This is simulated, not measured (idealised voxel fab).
Process module heading - voxel gate over fins
Square cells of 5 nm make up the cross-section cut, whose width is 255 nm.
Format of a cross-section: grid, square cells. Given as bands. Order: top down. Band: one or more rows of cells. Top, bottom (nm), then materials left to right with widths (nm); lone material tagged "full width" fills the whole band edge to edge; "blank" = empty space. Counting heights begins at 0, where everything beneath is, in the wafer as received, one material. The lowest band has no bottom; it goes on downwards, as "0 -> down" shows. The width entry "30..40" should be interpreted row by row: the top row of cells in the band takes the first number, the bottom row takes the second number, and the change between adjacent rows is uniform throughout. Key: "no change" - step with no changed cell in the cross-section. Under "Fully sealed cavities" you'll find the enclosed gaps, the ones with no way out to the top, that are 8 cells or bigger; each reads width x height at distance, with distance counted from the left edge, everything in nm. Read whatever lies past the settings on a step's line as the simulator's own remark about the step. "overlay nm" denotes, for a step that has a mask, the displacement of the mask to the right of its planned place, with negative values corresponding to the left.

The planned process steps are enumerated hereunder:
1,RECEIVE with material Si
2,CONFORMAL_DEP with material SiN, thk nm 5
3,DIRECTIONAL_DEP with material aC, thk nm 15
4,PATTERN with tone cover, mask id FINS, material resist, width nm 15, pitch nm 45, thk nm 35, overlay nm 0
5,DIRECTIONAL_ETCH with etch materials aC, depth nm 15
6,STRIP with etch materials resist
7,DIRECTIONAL_ETCH with etch materials SiN, depth nm 5
8,DIRECTIONAL_ETCH with etch materials Si, depth nm 40
9,STRIP with etch materials aC
10,FILL_DEP with material SiO2, thk nm 10
11,CMP with height nm 5
12,SELECTIVE_ETCH with etch materials SiO2, depth nm 15
13,STRIP with etch materials SiN
14,CONFORMAL_DEP with material HfO2, thk nm 5
15,CONFORMAL_DEP with material TiN, thk nm 5
16,CONFORMAL_DEP with material TiAl, thk nm 5
17,CONFORMAL_DEP with material TiN, thk nm 5
18,FILL_DEP with material W, thk nm 10
19,CMP with height nm 25
20,CONFORMAL_DEP with material SiCN, thk nm 10

Cross-section of the wafer as it came to us, i.e., already through step 1:
0 -> down = Si full width
Fully sealed cavities: none

First of two wafers, end-of-module section, run followed plan:
35 -> 25 = SiCN full width
25 -> 20 = W full width
20 -> 15 = W=75; TiN=100; W=80
15 -> 10 = W=75; TiN=5; TiAl=90; TiN=5; W=80
10 -> 5 = TiN=80; TiAl=5; TiN=35; TiAl=10; TiN=35; TiAl=5; TiN=85
5 -> 0 = TiAl=85; TiN=5; HfO2=25; TiN=5; TiAl=10; TiN=5; HfO2=25; TiN=5; TiAl=90
0 -> -5 = TiN=90; HfO2=5; Si=15; HfO2=5; TiN=20; HfO2=5; Si=15; HfO2=5; TiN=95
-5 -> -10 = HfO2=95; Si=15; HfO2=30; Si=15; HfO2=100
-10 -> -40 = SiO2=95; Si=15; SiO2=30; Si=15; SiO2=100
-40 -> down = Si full width
Fully sealed cavities: none

The second wafer, shown in cross-section after the module: started the same way as the first and given the same plan, yet one mistake crept into how it was run:
35 -> 25 = SiCN full width
25 -> 20 = W full width
20 -> 15 = W=70; TiN=110; W=75
15 -> 10 = W=70; TiN=5; TiAl=100; TiN=5; W=75
10 -> 5 = TiN=75; TiAl=5; TiN=90; TiAl=5; TiN=80
5 -> 0 = TiAl=80; TiN=5; HfO2=35; TiN=10; HfO2=35; TiN=5; TiAl=85
0 -> -5 = TiN=85; HfO2=5; Si=25; HfO2=5; TiN=10; HfO2=5; Si=25; HfO2=5; TiN=90
-5 -> -10 = HfO2=90; Si=25; HfO2=20; Si=25; HfO2=95
-10 -> -40 = SiO2=90; Si=25; SiO2=20; Si=25; SiO2=95
-40 -> down = Si full width
Fully sealed cavities: none
In executing the process, a mistake was made relative to the plan: step 4 ran differently from the plan; actual operation with settings: PATTERN with tone cover, mask id FINS, material resist, width nm 25, pitch nm 45, thk nm 35, overlay nm 0
End of process, cell counts, second wafer against first, materials with more or fewer: Si +32 | SiO2 -24 | TiAl -4 | W -4
